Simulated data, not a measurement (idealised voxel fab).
process module | voxel spacer lines
cross-section cut | 300 nm wide | cells 5 nm
A cross-section is a grid of square cells, given in bands from the top down. A band is one or more rows of cells.
Each band's line starts with the height of the band's top and of its bottom, in nm. Then come its materials from left to right, each with its width in nm. One material with "throughout" fills the band from edge to edge. "air" is empty space.
Height 0 is the level under which the wafer as received is all one material. The lowest band goes on downwards, as in "0 down".
A width such as "30 to 40" changes by the same amount from each row of cells to the next, from the band's top row to its bottom row.
"no change" after a step means that no cell of the cross-section changed.
closed voids: empty space of 8 cells or more with no open way to the top, each as width x height at its distance from the left edge, in nm
after a step's settings: what the simulator itself notes on the step
overlay nm, on a step with a mask: how far to the right of its planned place the mask lay; to the left if negative
plan
1 op RECEIVE | material Si
2 op CONFORMAL_DEP | material Al2O3 | thk nm 5
3 op DIRECTIONAL_DEP | material polySi | thk nm 20
4 op DIRECTIONAL_DEP | material aC | thk nm 20
5 op PATTERN | tone cover | mask id MANDREL | material resist | width nm 15 | pitch nm 80 | thk nm 25 | overlay nm 0
6 op DIRECTIONAL_ETCH | etch materials aC | depth nm 20
7 op STRIP | etch materials resist
8 op CONFORMAL_DEP | material SiN | thk nm 15
9 op DIRECTIONAL_ETCH | etch materials SiN | depth nm 15
10 op STRIP | etch materials aC
11 op DIRECTIONAL_ETCH | etch materials polySi | depth nm 20
12 op STRIP | etch materials SiN
13 op FILL_DEP | material SiO2 | thk nm 5
14 op CMP | height nm 25
varied across the wafers: width nm of step 5. The plan shows the first wafer's value. All wafers start alike
first wafer as received, after step 1
  0 down: Si throughout
  closed voids: none
first wafer at the end, after step 14
  25 to 5: SiO2 85 | polySi 15 | SiO2 15 | polySi 15 | SiO2 35 | polySi 15 | SiO2 15 | polySi 15 | SiO2 90
  5 to 0: Al2O3 throughout
  0 down: Si throughout
  closed voids: none
last wafer at the end
  25 to 5: SiO2 75 | polySi 15 | SiO2 40 | polySi 15 | SiO2 10 | polySi 15 | SiO2 40 | polySi 15 | SiO2 75
  5 to 0: Al2O3 throughout
  0 down: Si throughout
  closed voids: none
each wafer at the end: cells of each material gained (+) or lost (-) since it was received, then its closed voids
width nm 15 | +60 Al2O3 | +192 SiO2 | +48 polySi | closed voids: none
width nm 20 | +60 Al2O3 | +192 SiO2 | +48 polySi | closed voids: none
width nm 25 | +60 Al2O3 | +192 SiO2 | +48 polySi | closed voids: none
width nm 30 | +60 Al2O3 | +192 SiO2 | +48 polySi | closed voids: none
width nm 35 | +60 Al2O3 | +192 SiO2 | +48 polySi | closed voids: none
width nm 40 | +60 Al2O3 | +192 SiO2 | +48 polySi | closed voids: none
